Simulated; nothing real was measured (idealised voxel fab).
The name of this process module is voxel capacitor over wiring.
This is section cut - it's 265 nm across, gridded in 5 nm square cells.
A cross-section in this document is a grid of square cells, and it is written down as bands, the top band listed before the ones below it; a band is made up of one or more rows of cells. This entry defines a band. It first specifies the height of the band's top and the height of its bottom in nm, and then specifies the band's materials from left to right, stating each material with its width in nm. The word "all across" identifies a single material that fills the band from edge to edge, while the word "empty" identifies empty space. Height is counted from the level 0, under which the received wafer is composed throughout of one material. The lowest of the bands is not closed at the bottom but continues downward, in the notation "0 nm and below". When a width is written as two numbers, as in "30->40", the first number is the width in the top row of cells of the band and the second is the width in its bottom row, and the width changes by the same amount from each row to the next. "nothing got changed", as given for a step, is the statement that not any cell of the cross-section underwent a change during that step. "Voids, fully enclosed": sealed empty spaces, 8 cells or more, no open way to top, listed width x height at distance, with distance from the left edge and width, height and distance in nm. Read whatever lies past the settings on a step's line as the simulator's own remark about the step. "overlay nm" answers the question of how far to the right of plan the mask lay on a step that has a mask, and when it is negative the answer is to the left.

### plan
| 1 | RECEIVE,material Si |
| 2 | CONFORMAL_DEP,material SiO2,thk nm 15 |
| 3 | CONFORMAL_DEP,material SiN,thk nm 5 |
| 4 | DIRECTIONAL_DEP,material SiO2,thk nm 25 |
| 5 | MASKED_ETCH,tone open,mask id METAL_1,width nm 30,pitch nm 90,etch materials SiO2,depth nm 25,overlay nm 0 |
| 6 | MASKED_ETCH,tone open,mask id METAL_1,width nm 30,pitch nm 90,etch materials SiN,depth nm 5,overlay nm 0 |
| 7 | CONFORMAL_DEP,material TiN,thk nm 5 |
| 8 | FILL_DEP,material Cu,thk nm 10 |
| 9 | CMP,height nm 45 |
| 10 | CONFORMAL_DEP,material SiCN,thk nm 5 |
| 11 | DIRECTIONAL_DEP,material SiO2,thk nm 15 |
| 12 | PATTERN,tone open,mask id PLUG_1,material resist,width nm 15,thk nm 15,overlay nm 0 |
| 13 | DIRECTIONAL_ETCH,etch materials SiO2,depth nm 15 |
| 14 | DIRECTIONAL_ETCH,etch materials SiCN,depth nm 5 |
| 15 | STRIP,etch materials resist |
| 16 | EPI,material Ru,thk nm 10 |
| 17 | EPI,material Ru,thk nm 10 |
| 18 | DIRECTIONAL_DEP,material TiN,thk nm 5 |
| 19 | DIRECTIONAL_DEP,material HfO2,thk nm 5 |
| 20 | DIRECTIONAL_DEP,material TiN,thk nm 10 |
| 21 | PATTERN,tone cover,mask id UPPER_PLATE,material resist,width nm 65,thk nm 15,overlay nm 0 |
| 22 | DIRECTIONAL_ETCH,etch materials TiN,depth nm 10 |
| 23 | DIRECTIONAL_ETCH,etch materials HfO2,depth nm 5 |
| 24 | STRIP,etch materials resist |
| 25 | PATTERN,tone cover,mask id LOWER_PLATE,material resist,width nm 75,thk nm 15,overlay nm 0 |
| 26 | DIRECTIONAL_ETCH,etch materials TiN,depth nm 5 |
| 27 | STRIP,etch materials resist |
| 28 | FILL_DEP,material SiO2,thk nm 15 |
| 29 | CMP,height nm 95 |
| 30 | PATTERN,tone open,mask id PLUG_2,material resist,width nm 15,thk nm 20,overlay nm 0 |
| 31 | DIRECTIONAL_ETCH,etch materials SiO2,depth nm 10 |
| 32 | STRIP,etch materials resist |
| 33 | CONFORMAL_DEP,material TiN,thk nm 5 |
| 34 | FILL_DEP,material Cu,thk nm 10 |
| 35 | CMP,height nm 95 |
| 36 | CONFORMAL_DEP,material SiN,thk nm 5 |

### Cross-section of the wafer at receipt, which is the condition after step 1
0 nm and below: Si all across
Voids, fully enclosed: none

### Here's the cross-section of the first of our two wafers at the end of the module - it ran as planned
100 nm to 95 nm: SiN all across
95 nm to 90 nm: SiO2=95 / TiN=5 / Cu=5 / TiN=5 / SiO2=155
90 nm to 85 nm: SiO2=95 / TiN=15 / SiO2=155
85 nm to 75 nm: SiO2=85 / TiN=65 / SiO2=115
75 nm to 70 nm: SiO2=85 / HfO2=65 / SiO2=115
70 nm to 65 nm: SiO2=80 / TiN=75 / SiO2=110
65 nm to 50 nm: SiO2=85 / Ru=15 / SiO2=165
50 nm to 45 nm: SiCN=85 / Ru=15 / SiCN=165
45 nm to 20 nm: SiO2=70 / TiN=5 / Cu=20 / TiN=5 / SiO2=60 / TiN=5 / Cu=20 / TiN=5 / SiO2=75
20 nm to 15 nm: SiN=70 / TiN=30 / SiN=60 / TiN=30 / SiN=75
15 nm to 0 nm: SiO2 all across
0 nm and below: Si all across
Voids, fully enclosed: none

### Now the second wafer, cross-sectioned at the end of the module. Nothing different at the start, nothing different in the plan compared with the first, just one mistake when it was actually run
100 nm to 95 nm: SiN all across
95 nm to 90 nm: SiO2=95 / TiN=5 / Cu=5 / TiN=5 / SiO2=155
90 nm to 85 nm: SiO2=95 / TiN=15 / SiO2=155
85 nm to 75 nm: SiO2=85 / TiN=65 / SiO2=115
75 nm to 70 nm: SiO2=85 / HfO2=65 / SiO2=115
70 nm to 65 nm: SiO2=80 / TiN=75 / SiO2=110
65 nm to 50 nm: SiO2=85 / Ru=15 / SiO2=165
50 nm to 45 nm: SiCN=85 / Ru=15 / SiCN=165
45 nm to 35 nm: SiO2=70 / TiN=5 / Cu=20 / TiN=5 / SiO2=60 / TiN=5 / Cu=20 / TiN=5 / SiO2=75
35 nm to 30 nm: SiN=70 / TiN=30 / SiN=60 / TiN=30 / SiN=75
30 nm to 0 nm: SiO2 all across
0 nm and below: Si all across
Voids, fully enclosed: none
What was done differently from what was planned? step 2 of the plan was carried out twice
End of process, cell counts, second wafer against first, materials with more or fewer: Cu: 24 fewer | SiO2: 36 more | TiN: 12 fewer
